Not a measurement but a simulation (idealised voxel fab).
Module name: voxel self aligned vias (process module)
The figure presents cross-section cut, which has a width of 210 nm and is divided into square cells with an edge length of 5 nm.
If you're reading a cross-section in this doc, picture square cells in a grid; it comes to you as bands, top ones listed first down to the bottom, and a band can be one or more rows of cells. For a band, the entry starts with two heights in nm, that of the top and then that of the bottom, and carries on with the band's materials in order from left to right, each alongside its width in nm; the word "all across" beside a single material means it fills the band edge to edge, and "blank" means empty space. A quick word on heights: they are counted from 0, and under that level the wafer as it came to us is one material throughout. The lowest band is different from the rest in having no bottom; it simply continues downward, written as in "0 nm and below". With a width like "30->40", each row of cells in the band differs from the next by the same amount, the top row carrying the first number and the bottom row the second. Given "no alteration" for a step, no cell of the cross-section differs between before and after that step. "Closed internal cavities": sealed empty spaces, 8 cells or more, no open way to top, listed width x height at distance, with distance from the left edge and width, height and distance in nm. The remark found on a step's line after its settings is issued by the simulator itself and pertains to that step. overlay nm: on a step with a mask, how far right of its planned place the mask lay; negative means left.
HERE'S WHAT THE PLANNED PROCESS STEPS LOOK LIKE
1 RECEIVE (material Si)
2 CONFORMAL_DEP (material SiO2; thk nm 10)
3 CONFORMAL_DEP (material SiCN; thk nm 5)
4 DIRECTIONAL_DEP (material SiO2; thk nm 30)
5 DIRECTIONAL_DEP (material aC; thk nm 10)
6 PATTERN (tone open; mask id LINES; material resist; width nm 25; pitch nm 55; thk nm 25; overlay nm 0)
7 DIRECTIONAL_ETCH (etch materials aC; depth nm 10)
8 STRIP (etch materials resist)
9 DIRECTIONAL_ETCH (etch materials SiO2; depth nm 30)
10 STRIP (etch materials aC)
11 CONFORMAL_DEP (material TiN; thk nm 5)
12 FILL_DEP (material Ru; thk nm 5)
13 CMP (height nm 45)
14 SELECTIVE_ETCH (etch materials W Ru TiN; depth nm 10)
15 FILL_DEP (material SiN; thk nm 5)
16 CMP (height nm 45)
17 DIRECTIONAL_DEP (material SiO2; thk nm 15)
18 PATTERN (tone open; mask id VIAS; material resist; width nm 35; thk nm 15; overlay nm 0)
19 DIRECTIONAL_ETCH (etch materials SiO2; depth nm 15)
20 DIRECTIONAL_ETCH (etch materials SiN; depth nm 10)
21 STRIP (etch materials resist)
22 CONFORMAL_DEP (material TiN; thk nm 5)
23 FILL_DEP (material W; thk nm 10)
24 CMP (height nm 60)
25 CONFORMAL_DEP (material SiN; thk nm 5)
FIRST WAFER OUT OF TWO, PROCESSED AS PLANNED
CROSS-SECTION OF THE INCOMING WAFER, STATE AFTER STEP 1
    0 nm and below: Si all across
    Closed internal cavities: none
CROSS-SECTION OF THE WAFER SUBSEQUENT TO STEP 2
    10 nm to 0 nm: SiO2 all across
    At heights below 0, the structure remains unaltered.
CROSS-SECTION OF THE WAFER SUBSEQUENT TO STEP 3
    15 nm to 10 nm: SiCN all across
    At heights below 10, the structure remains unaltered.
CROSS-SECTION OF THE WAFER SUBSEQUENT TO STEP 4
    45 nm to 15 nm: SiO2 all across
    At heights below 15, the structure remains unaltered.
CROSS-SECTION OF THE WAFER SUBSEQUENT TO STEP 5
    55 nm to 45 nm: aC all across
    At heights below 45, the structure remains unaltered.
CROSS-SECTION OF THE WAFER SUBSEQUENT TO STEP 6
    80 nm to 55 nm: resist 65; blank 25; resist 30; blank 25; resist 65
    At heights below 55, the structure remains unaltered.
CROSS-SECTION OF THE WAFER SUBSEQUENT TO STEP 7
    70 nm to 55 nm: resist 65; blank 25; resist 30; blank 25; resist 65
    55 nm to 45 nm: aC 65; blank 25; aC 30; blank 25; aC 65
    At heights below 45, the structure remains unaltered.
CROSS-SECTION OF THE WAFER SUBSEQUENT TO STEP 8
    55 nm to 45 nm: aC 65; blank 25; aC 30; blank 25; aC 65
    At heights below 45, the structure remains unaltered.
CROSS-SECTION OF THE WAFER SUBSEQUENT TO STEP 9
    55 nm to 45 nm: aC 65; blank 25; aC 30; blank 25; aC 65
    45 nm to 15 nm: SiO2 65; blank 25; SiO2 30; blank 25; SiO2 65
    At heights below 15, the structure remains unaltered.
CROSS-SECTION OF THE WAFER SUBSEQUENT TO STEP 10
    45 nm to 15 nm: SiO2 65; blank 25; SiO2 30; blank 25; SiO2 65
    At heights below 15, the structure remains unaltered.
CROSS-SECTION OF THE WAFER SUBSEQUENT TO STEP 11
    50 nm to 45 nm: TiN 70; blank 15; TiN 40; blank 15; TiN 70
    45 nm to 20 nm: SiO2 65; TiN 5; blank 15; TiN 5; SiO2 30; TiN 5; blank 15; TiN 5; SiO2 65
    20 nm to 15 nm: SiO2 65; TiN 25; SiO2 30; TiN 25; SiO2 65
    At heights below 15, the structure remains unaltered.
CROSS-SECTION OF THE WAFER SUBSEQUENT TO STEP 12
    55 nm to 50 nm: Ru all across
    50 nm to 45 nm: TiN 70; Ru 15; TiN 40; Ru 15; TiN 70
    45 nm to 20 nm: SiO2 65; TiN 5; Ru 15; TiN 5; SiO2 30; TiN 5; Ru 15; TiN 5; SiO2 65
    At heights below 20, the structure remains unaltered.
CROSS-SECTION OF THE WAFER SUBSEQUENT TO STEP 13
    45 nm to 20 nm: SiO2 65; TiN 5; Ru 15; TiN 5; SiO2 30; TiN 5; Ru 15; TiN 5; SiO2 65
    At heights below 20, the structure remains unaltered.
CROSS-SECTION OF THE WAFER SUBSEQUENT TO STEP 14
    45 nm to 35 nm: SiO2 65; blank 25; SiO2 30; blank 25; SiO2 65
    At heights below 35, the structure remains unaltered.
CROSS-SECTION OF THE WAFER SUBSEQUENT TO STEP 15
    50 nm to 45 nm: SiN all across
    45 nm to 35 nm: SiO2 65; SiN 25; SiO2 30; SiN 25; SiO2 65
    At heights below 35, the structure remains unaltered.
CROSS-SECTION OF THE WAFER SUBSEQUENT TO STEP 16
    45 nm to 35 nm: SiO2 65; SiN 25; SiO2 30; SiN 25; SiO2 65
    At heights below 35, the structure remains unaltered.
CROSS-SECTION OF THE WAFER SUBSEQUENT TO STEP 17
    60 nm to 45 nm: SiO2 all across
    At heights below 45, the structure remains unaltered.
CROSS-SECTION OF THE WAFER SUBSEQUENT TO STEP 18
    75 nm to 60 nm: resist 60; blank 35; resist 115
    At heights below 60, the structure remains unaltered.
CROSS-SECTION OF THE WAFER SUBSEQUENT TO STEP 19
    75 nm to 60 nm: resist 60; blank 35; resist 115
    60 nm to 45 nm: SiO2 60; blank 35; SiO2 115
    At heights below 45, the structure remains unaltered.
CROSS-SECTION OF THE WAFER SUBSEQUENT TO STEP 20
    75 nm to 60 nm: resist 60; blank 35; resist 115
    60 nm to 45 nm: SiO2 60; blank 35; SiO2 115
    45 nm to 35 nm: SiO2 65; blank 25; SiO2 30; SiN 25; SiO2 65
    At heights below 35, the structure remains unaltered.
CROSS-SECTION OF THE WAFER SUBSEQUENT TO STEP 21
    60 nm to 45 nm: SiO2 60; blank 35; SiO2 115
    At heights below 45, the structure remains unaltered.
CROSS-SECTION OF THE WAFER SUBSEQUENT TO STEP 22
    65 nm to 60 nm: TiN 65; blank 25; TiN 120
    60 nm to 50 nm: SiO2 60; TiN 5; blank 25; TiN 5; SiO2 115
    50 nm to 45 nm: SiO2 60; TiN 10; blank 15; TiN 10; SiO2 115
    45 nm to 40 nm: SiO2 65; TiN 5; blank 15; TiN 5; SiO2 30; SiN 25; SiO2 65
    40 nm to 35 nm: SiO2 65; TiN 25; SiO2 30; SiN 25; SiO2 65
    At heights below 35, the structure remains unaltered.
CROSS-SECTION OF THE WAFER SUBSEQUENT TO STEP 23
    75 nm to 65 nm: W all across
    65 nm to 60 nm: TiN 65; W 25; TiN 120
    60 nm to 50 nm: SiO2 60; TiN 5; W 25; TiN 5; SiO2 115
    50 nm to 45 nm: SiO2 60; TiN 10; W 15; TiN 10; SiO2 115
    45 nm to 40 nm: SiO2 65; TiN 5; W 15; TiN 5; SiO2 30; SiN 25; SiO2 65
    At heights below 40, the structure remains unaltered.
CROSS-SECTION OF THE WAFER SUBSEQUENT TO STEP 24
    60 nm to 50 nm: SiO2 60; TiN 5; W 25; TiN 5; SiO2 115
    At heights below 50, the structure remains unaltered.
CROSS-SECTION OF THE WAFER SUBSEQUENT TO STEP 25
    65 nm to 60 nm: SiN all across
    At heights below 60, the structure remains unaltered.
WHAT FOLLOWS CONCERNS THE SECOND WAFER, WHICH STARTED OUT LIKE THE FIRST AND WAS MEANT TO FOLLOW THE VERY SAME PLAN; ONE MISTAKE CREPT IN WHEN IT WAS RUN, BUT EVERYTHING UP TO AND INCLUDING STEP 17 IS THE SAME AS FOR THE FIRST WAFER
SECOND WAFER: CROSS-SECTION AT THE SCHEDULED END OF STEP 18
    75 nm to 60 nm: resist 70; blank 35; resist 105
    At heights below 60, the structure remains unaltered.
SECOND WAFER: CROSS-SECTION AT THE SCHEDULED END OF STEP 19
    75 nm to 60 nm: resist 70; blank 35; resist 105
    60 nm to 45 nm: SiO2 70; blank 35; SiO2 105
    At heights below 45, the structure remains unaltered.
SECOND WAFER: CROSS-SECTION AT THE SCHEDULED END OF STEP 20
    75 nm to 60 nm: resist 70; blank 35; resist 105
    60 nm to 45 nm: SiO2 70; blank 35; SiO2 105
    45 nm to 35 nm: SiO2 65; SiN 5; blank 20; SiO2 30; SiN 25; SiO2 65
    At heights below 35, the structure remains unaltered.
SECOND WAFER: CROSS-SECTION AT THE SCHEDULED END OF STEP 21
    60 nm to 45 nm: SiO2 70; blank 35; SiO2 105
    At heights below 45, the structure remains unaltered.
SECOND WAFER: CROSS-SECTION AT THE SCHEDULED END OF STEP 22
    65 nm to 60 nm: TiN 75; blank 25; TiN 110
    60 nm to 50 nm: SiO2 70; TiN 5; blank 25; TiN 5; SiO2 105
    50 nm to 45 nm: SiO2 70; TiN 5; blank 10; TiN 20; SiO2 105
    45 nm to 40 nm: SiO2 65; SiN 5; TiN 5; blank 10; TiN 5; SiO2 30; SiN 25; SiO2 65
    40 nm to 35 nm: SiO2 65; SiN 5; TiN 20; SiO2 30; SiN 25; SiO2 65
    At heights below 35, the structure remains unaltered.
SECOND WAFER: CROSS-SECTION AT THE SCHEDULED END OF STEP 23
    75 nm to 65 nm: W all across
    65 nm to 60 nm: TiN 75; W 25; TiN 110
    60 nm to 50 nm: SiO2 70; TiN 5; W 25; TiN 5; SiO2 105
    50 nm to 45 nm: SiO2 70; TiN 5; W 10; TiN 20; SiO2 105
    45 nm to 40 nm: SiO2 65; SiN 5; TiN 5; W 10; TiN 5; SiO2 30; SiN 25; SiO2 65
    At heights below 40, the structure remains unaltered.
SECOND WAFER: CROSS-SECTION AT THE SCHEDULED END OF STEP 24
    60 nm to 50 nm: SiO2 70; TiN 5; W 25; TiN 5; SiO2 105
    At heights below 50, the structure remains unaltered.
SECOND WAFER: CROSS-SECTION AT THE SCHEDULED END OF STEP 25
    65 nm to 60 nm: SiN all across
    At heights below 60, the structure remains unaltered.
what went wrong: step 18 did not happen as planned, as run it was PATTERN (tone open; mask id VIAS; material resist; width nm 35; thk nm 15; overlay nm 10)
Heads up, by the end the second wafer has more or fewer cells of some materials compared to the first: SiN +2 | W -2
